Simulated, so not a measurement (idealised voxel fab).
process module | voxel capacitor over wiring
cross-section cut | 300 nm wide | cells 5 nm
A cross-section is a grid of square cells, given in bands from the top down. A band is one or more rows of cells.
Each band's line starts with the height of the band's top and of its bottom, in nm. Then come its materials from left to right, each with its width in nm. One material with "throughout" fills the band from edge to edge. "air" is empty space.
Height 0 is the level under which the wafer as received is all one material. The lowest band goes on downwards, as in "0 down".
A width such as "30 to 40" changes by the same amount from each row of cells to the next, from the band's top row to its bottom row.
"no change" after a step means that no cell of the cross-section changed.
closed voids: empty space of 8 cells or more with no open way to the top, each as width x height at its distance from the left edge, in nm
after a step's settings: what the simulator itself notes on the step
overlay nm, on a step with a mask: how far to the right of its planned place the mask lay; to the left if negative
plan
1 op RECEIVE | material Si
2 op CONFORMAL_DEP | material SiO2 | thk nm 15
3 op DIRECTIONAL_DEP | material TiN | thk nm 5
4 op DIRECTIONAL_DEP | material W | thk nm 20
5 op MASKED_ETCH | tone cover | mask id METAL_1 | width nm 20 | pitch nm 85 | etch materials W | depth nm 20 | overlay nm 0
6 op MASKED_ETCH | tone cover | mask id METAL_1 | width nm 20 | pitch nm 85 | etch materials TiN | depth nm 5 | overlay nm 0
7 op CONFORMAL_DEP | material SiCN | thk nm 5
8 op FILL_DEP | material lowk | thk nm 5
9 op CMP | height nm 40
10 op CONFORMAL_DEP | material SiCN | thk nm 5
11 op DIRECTIONAL_DEP | material SiO2 | thk nm 20
12 op PATTERN | tone open | mask id PLUG_1 | material resist | width nm 15 | thk nm 20 | overlay nm 0
13 op DIRECTIONAL_ETCH | etch materials SiO2 | depth nm 20
14 op DIRECTIONAL_ETCH | etch materials SiCN | depth nm 5
15 op STRIP | etch materials resist
16 op CONFORMAL_DEP | material TiN | thk nm 5
17 op FILL_DEP | material Cu | thk nm 10
18 op CMP | height nm 65
19 op DIRECTIONAL_DEP | material TiN | thk nm 10
20 op DIRECTIONAL_DEP | material HfO2 | thk nm 5
21 op DIRECTIONAL_DEP | material TiN | thk nm 10
22 op DIRECTIONAL_DEP | material aC | thk nm 15
23 op PATTERN | tone cover | mask id UPPER_PLATE | material resist | width nm 70 | thk nm 30 | overlay nm 0
24 op DIRECTIONAL_ETCH | etch materials aC | depth nm 15
25 op STRIP | etch materials resist
26 op DIRECTIONAL_ETCH | etch materials TiN | depth nm 10
27 op DIRECTIONAL_ETCH | etch materials HfO2 | depth nm 5
28 op STRIP | etch materials aC
29 op MASKED_ETCH | tone cover | mask id LOWER_PLATE | width nm 80 | etch materials TiN | depth nm 10 | overlay nm 0
30 op FILL_DEP | material SiO2 | thk nm 15
31 op CMP | height nm 100
32 op PATTERN | tone open | mask id PLUG_2 | material resist | width nm 15 | thk nm 20 | overlay nm 0
33 op DIRECTIONAL_ETCH | etch materials SiO2 | depth nm 10
34 op STRIP | etch materials resist
35 op CONFORMAL_DEP | material TiN | thk nm 5
36 op FILL_DEP | material W | thk nm 5
37 op CMP | height nm 100
38 op CONFORMAL_DEP | material SiCN | thk nm 5
as received, after step 1
  0 down: Si throughout
  closed voids: none
a wafer at the end: this start, this plan, one mistake
  105 to 100: SiCN throughout
  100 to 95: SiO2 110 | TiN 5 | W 5 | TiN 5 | SiO2 175
  95 to 90: SiO2 110 | TiN 15 | SiO2 175
  90 to 85: SiO2 100 | HfO2 70 | SiO2 130
  85 to 75: SiO2 95 | TiN 80 | SiO2 125
  75 to 65: TiN throughout
  65 to 45: SiO2 100 | TiN 5 | Cu 5 | TiN 5 | SiO2 185
  45 to 40: SiCN 100 | TiN 15 | SiCN 185
  40 to 20: lowk 90 | SiCN 5 | W 20 | SiCN 5 | lowk 55 | SiCN 5 | W 20 | SiCN 5 | lowk 95
  20 to 15: SiCN 95 | TiN 20 | SiCN 65 | TiN 20 | SiCN 100
  15 to 0: SiO2 throughout
  0 down: Si throughout
  closed voids: none
what went wrong: steps 20 and 21 were swapped
